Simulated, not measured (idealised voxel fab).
The document below concerns the process module designated voxel gate over fins.
Cross-section cut: width 165 nm, square cells of 5 nm.
Cross-section format: a grid of square cells, given as bands from top to bottom; each band is one or more rows of cells. Band: top height; bottom height; in nm. Then, left to right: material with width in nm, for each material. "throughout": a single material spanning edge to edge. "blank": empty space. All heights in this document are referenced to 0, defined as the level beneath which the wafer, as received, consists entirely of one material. The lowest band is not bounded below; it extends indefinitely downward and is written in the form "0..down". Read "30->40" as a graded width: first number on top, second number at the bottom, same change between each pair of neighbouring rows. Where a step carries "remained the same", the cross-section came out of it unchanged, cell for cell. "Sealed cavities" specifies each empty space that is not open to the top and that occupies no fewer than 8 cells, using the form width x height at distance, the distance measured from the left edge and all three quantities in nm. Past the settings on a step's line: simulator remark, on that step. overlay nm: step with mask; distance mask lay right of planned place; negative value = left of planned place.
[The process steps that were planned are listed below]
| 1 | RECEIVE,material Si |
| 2 | CONFORMAL_DEP,material SiN,thk nm 10 |
| 3 | MASKED_ETCH,tone cover,mask id FINS,width nm 15,pitch nm 55,etch materials SiN,depth nm 10,overlay nm 0 |
| 4 | MASKED_ETCH,tone cover,mask id FINS,width nm 15,pitch nm 55,etch materials Si,depth nm 30,overlay nm 0 |
| 5 | OXIDIZE,depth nm 5 |
| 6 | FILL_DEP,material SiO2,thk nm 5 |
| 7 | CMP,height nm 10 |
| 8 | DIRECTIONAL_DEP,material aC,thk nm 10 |
| 9 | PATTERN,tone open,mask id RAIL,material resist,width nm 15,thk nm 30,overlay nm 0 |
| 10 | DIRECTIONAL_ETCH,etch materials aC,depth nm 10 |
| 11 | STRIP,etch materials resist |
| 12 | DIRECTIONAL_ETCH,etch materials SiO2,depth nm 35 |
| 13 | STRIP,etch materials aC |
| 14 | CONFORMAL_DEP,material TiN,thk nm 5 |
| 15 | FILL_DEP,material W,thk nm 5 |
| 16 | CMP,height nm 10 |
| 17 | SELECTIVE_ETCH,etch materials W Ru TiN,depth nm 30 |
| 18 | FILL_DEP,material SiO2,thk nm 5 |
| 19 | CMP,height nm 10 |
| 20 | SELECTIVE_ETCH,etch materials SiO2,depth nm 20 |
| 21 | STRIP,etch materials SiN |
| 22 | CONFORMAL_DEP,material HfO2,thk nm 5 |
| 23 | CONFORMAL_DEP,material TiN,thk nm 5 |
| 24 | CONFORMAL_DEP,material TiAl,thk nm 5 |
| 25 | CONFORMAL_DEP,material TiN,thk nm 5 |
| 26 | FILL_DEP,material W,thk nm 10 |
| 27 | CMP,height nm 25 |
| 28 | CONFORMAL_DEP,material SiN,thk nm 10 |
[Cross-section of the incoming wafer, state after step 1]
  0..down | Si throughout
  Sealed cavities: none
[Cross-sectional result after module completion. Note: starting condition and plan are unchanged from above; one processing mistake was made]
  35..25 | SiN throughout
  25..20 | W throughout
  20..15 | W=30 | TiN=45 | W=10 | TiN=45 | W=35
  15..10 | W=30 | TiN=5 | TiAl=35 | TiN=5 | W=10 | TiN=5 | TiAl=35 | TiN=5 | W=35
  10..5 | TiN=35 | TiAl=5 | TiN=25 | TiAl=5 | TiN=20 | TiAl=5 | TiN=25 | TiAl=5 | TiN=40
  5..0 | TiAl=40 | TiN=5 | HfO2=15 | TiN=5 | TiAl=30 | TiN=5 | HfO2=15 | TiN=5 | TiAl=45
  0..-5 | TiN=45 | HfO2=5 | Si=5 | HfO2=5 | TiN=40 | HfO2=5 | Si=5 | HfO2=5 | TiN=50
  -5..-10 | HfO2=50 | Si=5 | HfO2=50 | Si=5 | HfO2=55
  -10..-20 | SiO2=50 | Si=5 | SiO2=50 | Si=5 | SiO2=55
  -20..-25 | SiO2=50 | Si=5 | SiO2=5 | TiN=15 | SiO2=30 | Si=5 | SiO2=55
  -25..-35 | SiO2=50 | Si=5 | SiO2=50 | Si=5 | SiO2=55
  -35..down | Si throughout
  Sealed cavities: none
It is concluded that the wafer was processed incorrectly with respect to the plan, in that for step 9, the planned setting was not used; the step was instead run as PATTERN,tone open,mask id RAIL,material resist,width nm 15,thk nm 30,overlay nm -10
